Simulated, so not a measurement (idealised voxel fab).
Module name: voxel self aligned vias (process module)
FYI the section here is cut, 225 nm wide, cells are 5 nm squares.
When this document writes out a cross-section, it uses a grid of square cells and lists it as bands, beginning at the top and moving down, with a band standing for one or more rows of cells. Band entry format. Leading values: height of top, height of bottom, nm. Remainder: materials in left-to-right order, each with its width in nm. Special words: "edge to edge" on a single material, which then fills the band edge to edge; "blank", empty space. Zero point of the height axis is 0; under it, received wafer = one material. Lowest band: continues down indefinitely, "top 0, no bottom". A width such as "30->40" changes by the same amount from each row of cells to the next, from the band's top row to its bottom row. "changes: none" for a step: no cell of the cross-section changed in that step. "Unvented voids" - sealed voids, min. 8 cells, no opening to top; format: width x height at distance (distance from left edge; nm throughout). On each step's line, the part that comes after the settings is the simulator's own comment on the step. Among the settings permitted on a step's line is "overlay nm"; applied to a step with a mask, it specifies the extent to which the mask lay to the right of its planned position, whereas a negative figure signifies a position to the left.

## The following list gives the planned process steps
step 1: RECEIVE with material Si
step 2: CONFORMAL_DEP with material SiO2, thk nm 15
step 3: CONFORMAL_DEP with material SiCN, thk nm 5
step 4: DIRECTIONAL_DEP with material SiO2, thk nm 25
step 5: MASKED_ETCH with tone open, mask id LINES, width nm 25, pitch nm 55, etch materials SiO2, depth nm 25, overlay nm 0
step 6: CONFORMAL_DEP with material TiN, thk nm 5
step 7: FILL_DEP with material W, thk nm 10
step 8: CMP with height nm 45
step 9: SELECTIVE_ETCH with etch materials W Ru TiN, depth nm 5
step 10: FILL_DEP with material SiN, thk nm 5
step 11: CMP with height nm 45
step 12: DIRECTIONAL_DEP with material SiO2, thk nm 15
step 13: MASKED_ETCH with tone open, mask id VIAS, width nm 35, pitch nm 55, etch materials SiO2, depth nm 15, overlay nm 0
step 14: MASKED_ETCH with tone open, mask id VIAS, width nm 35, pitch nm 55, etch materials SiN, depth nm 5, overlay nm 0
step 15: CONFORMAL_DEP with material TiN, thk nm 5
step 16: FILL_DEP with material W, thk nm 10
step 17: CMP with height nm 60
step 18: CONFORMAL_DEP with material SiN, thk nm 5
All wafers enter the flow in the same state. The thk nm at step 18 differs from wafer to wafer, and the plan gives the value for the first wafer.

## Cross-sectional view of the first of several wafers in the as-received condition, corresponding to the state following step 1
- top 0, no bottom  Si edge to edge
- Unvented voids: none

## Cross-section, first of several wafers, end of module, after last step 18
- top 65, bottom 60  SiN edge to edge
- top 60, bottom 50  SiO2 65 nm; TiN 5 nm; W 25 nm; TiN 5 nm; SiO2 20 nm; TiN 5 nm; W 25 nm; TiN 5 nm; SiO2 70 nm
- top 50, bottom 45  SiO2 65 nm; TiN 10 nm; W 15 nm; TiN 10 nm; SiO2 20 nm; TiN 10 nm; W 15 nm; TiN 10 nm; SiO2 70 nm
- top 45, bottom 40  SiO2 70 nm; TiN 25 nm; SiO2 30 nm; TiN 25 nm; SiO2 75 nm
- top 40, bottom 25  SiO2 70 nm; TiN 5 nm; W 15 nm; TiN 5 nm; SiO2 30 nm; TiN 5 nm; W 15 nm; TiN 5 nm; SiO2 75 nm
- top 25, bottom 20  SiO2 70 nm; TiN 25 nm; SiO2 30 nm; TiN 25 nm; SiO2 75 nm
- top 20, bottom 15  SiCN edge to edge
- top 15, bottom 0  SiO2 edge to edge
- top 0, no bottom  Si edge to edge
- Unvented voids: none

## End of module: cross-section, last of several wafers
- top 80, bottom 60  SiN edge to edge
- top 60, bottom 50  SiO2 65 nm; TiN 5 nm; W 25 nm; TiN 5 nm; SiO2 20 nm; TiN 5 nm; W 25 nm; TiN 5 nm; SiO2 70 nm
- top 50, bottom 45  SiO2 65 nm; TiN 10 nm; W 15 nm; TiN 10 nm; SiO2 20 nm; TiN 10 nm; W 15 nm; TiN 10 nm; SiO2 70 nm
- top 45, bottom 40  SiO2 70 nm; TiN 25 nm; SiO2 30 nm; TiN 25 nm; SiO2 75 nm
- top 40, bottom 25  SiO2 70 nm; TiN 5 nm; W 15 nm; TiN 5 nm; SiO2 30 nm; TiN 5 nm; W 15 nm; TiN 5 nm; SiO2 75 nm
- top 25, bottom 20  SiO2 70 nm; TiN 25 nm; SiO2 30 nm; TiN 25 nm; SiO2 75 nm
- top 20, bottom 15  SiCN edge to edge
- top 15, bottom 0  SiO2 edge to edge
- top 0, no bottom  Si edge to edge
- Unvented voids: none

## Heads up, this table goes wafer by wafer. A row tells you, at the end of the module, how many cells of each material that wafer has put on (+) or dropped (-) since it was received, and then its closed voids
thk nm 5; +45 SiCN; +45 SiN; +403 SiO2; +48 TiN; +44 W; Unvented voids: none
thk nm 10; +45 SiCN; +90 SiN; +403 SiO2; +48 TiN; +44 W; Unvented voids: none
thk nm 15; +45 SiCN; +135 SiN; +403 SiO2; +48 TiN; +44 W; Unvented voids: none
thk nm 20; +45 SiCN; +180 SiN; +403 SiO2; +48 TiN; +44 W; Unvented voids: none
